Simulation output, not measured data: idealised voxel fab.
voxel capacitor over wiring: a process module
Cross-section cut spans 140 nm and uses square cells 5 nm in size.
Each cross-section below is a grid of square cells, stated as bands in top-down order, with one or more rows of cells making up each band.
Per band: top height and bottom height in nm, followed by the left-to-right materials and their widths in nm; "everywhere" marks a single material spanning edge to edge, "empty" marks empty space.
Where do heights start? At 0: under that level the wafer as delivered is made of one material only. And the lowest band has no floor; it just carries on downward, as in "0 -> down".
A width such as "30..40" changes by the same amount from each row of cells to the next, from the band's top row to its bottom row.
Step marked "no alteration"? Then no cell in the cross-section changed in it.
For the entry "Trapped void list", the listed items are empty spaces with no open way to the top whose size is 8 cells or more; each item follows the pattern width x height at distance, where distance is from the left edge and all three are in nm.
If you see something after the settings on a step's line, that's the simulator's own remark about that step.
For masked steps, "overlay nm" on the step line gives how far right of plan the mask actually lay; a minus sign means it lay to the left.

**Steps in the process plan**
step 1: RECEIVE,material Si
step 2: CONFORMAL_DEP,material SiO2,thk nm 15
step 3: DIRECTIONAL_DEP,material TiN,thk nm 5
step 4: DIRECTIONAL_DEP,material W,thk nm 25
step 5: MASKED_ETCH,tone cover,mask id METAL_1,width nm 20,pitch nm 75,etch materials W,depth nm 25,overlay nm 0
step 6: MASKED_ETCH,tone cover,mask id METAL_1,width nm 20,pitch nm 75,etch materials TiN,depth nm 5,overlay nm 0
step 7: FILL_DEP,material lowk,thk nm 5
step 8: CMP,height nm 45
step 9: CONFORMAL_DEP,material SiCN,thk nm 5
step 10: DIRECTIONAL_DEP,material lowk,thk nm 15
step 11: PATTERN,tone open,mask id PLUG_1,material resist,width nm 15,thk nm 20,overlay nm 0
step 12: DIRECTIONAL_ETCH,etch materials lowk,depth nm 15
step 13: DIRECTIONAL_ETCH,etch materials SiCN,depth nm 5
step 14: STRIP,etch materials resist
step 15: EPI,material Ru,thk nm 10
step 16: EPI,material Ru,thk nm 10
step 17: DIRECTIONAL_DEP,material TiN,thk nm 5
step 18: DIRECTIONAL_DEP,material SiN,thk nm 5
step 19: DIRECTIONAL_DEP,material TiN,thk nm 10
step 20: PATTERN,tone cover,mask id UPPER_PLATE,material resist,width nm 60,thk nm 20,overlay nm 0
step 21: DIRECTIONAL_ETCH,etch materials TiN,depth nm 10
step 22: DIRECTIONAL_ETCH,etch materials SiN,depth nm 5
step 23: STRIP,etch materials resist
step 24: DIRECTIONAL_DEP,material aC,thk nm 10
step 25: PATTERN,tone cover,mask id LOWER_PLATE,material resist,width nm 70,thk nm 30,overlay nm 0
step 26: DIRECTIONAL_ETCH,etch materials aC,depth nm 10
step 27: STRIP,etch materials resist
step 28: DIRECTIONAL_ETCH,etch materials TiN,depth nm 5
step 29: STRIP,etch materials aC
step 30: FILL_DEP,material SiO2,thk nm 15
step 31: CMP,height nm 95
step 32: MASKED_ETCH,tone open,mask id PLUG_2,width nm 15,etch materials SiO2,depth nm 10,overlay nm 0
step 33: CONFORMAL_DEP,material TiN,thk nm 5
step 34: FILL_DEP,material Cu,thk nm 5
step 35: CMP,height nm 95
step 36: CONFORMAL_DEP,material SiCN,thk nm 5

**So this is the incoming wafer in cross-section - it's already been through step 1**
0 -> down  Si everywhere
Trapped void list: none

**Cross-sectional result after module completion. Note: starting condition and plan are unchanged from above; one processing mistake was made**
100 -> 95  SiCN everywhere
95 -> 90  35 nm SiO2  5 nm TiN  5 nm Cu  5 nm TiN  90 nm SiO2
90 -> 85  35 nm SiO2  15 nm TiN  90 nm SiO2
85 -> 75  40 nm SiO2  45 nm TiN  55 nm SiO2
75 -> 70  25 nm SiO2  15 nm TiN  45 nm SiN  55 nm SiO2
70 -> 65  20 nm SiO2  70 nm TiN  50 nm SiO2
65 -> 60  25 nm lowk  15 nm SiN  100 nm lowk
60 -> 55  25 nm lowk  15 nm TiN  100 nm lowk
55 -> 50  25 nm lowk  15 nm Ru  100 nm lowk
50 -> 45  25 nm SiCN  15 nm Ru  100 nm SiCN
45 -> 20  20 nm lowk  20 nm W  55 nm lowk  20 nm W  25 nm lowk
20 -> 15  20 nm lowk  20 nm TiN  55 nm lowk  20 nm TiN  25 nm lowk
15 -> 0  SiO2 everywhere
0 -> down  Si everywhere
Trapped void list: none
Misprocessing identified: the sequence lacks one of the identical steps 15 and 16, and which one cannot be told
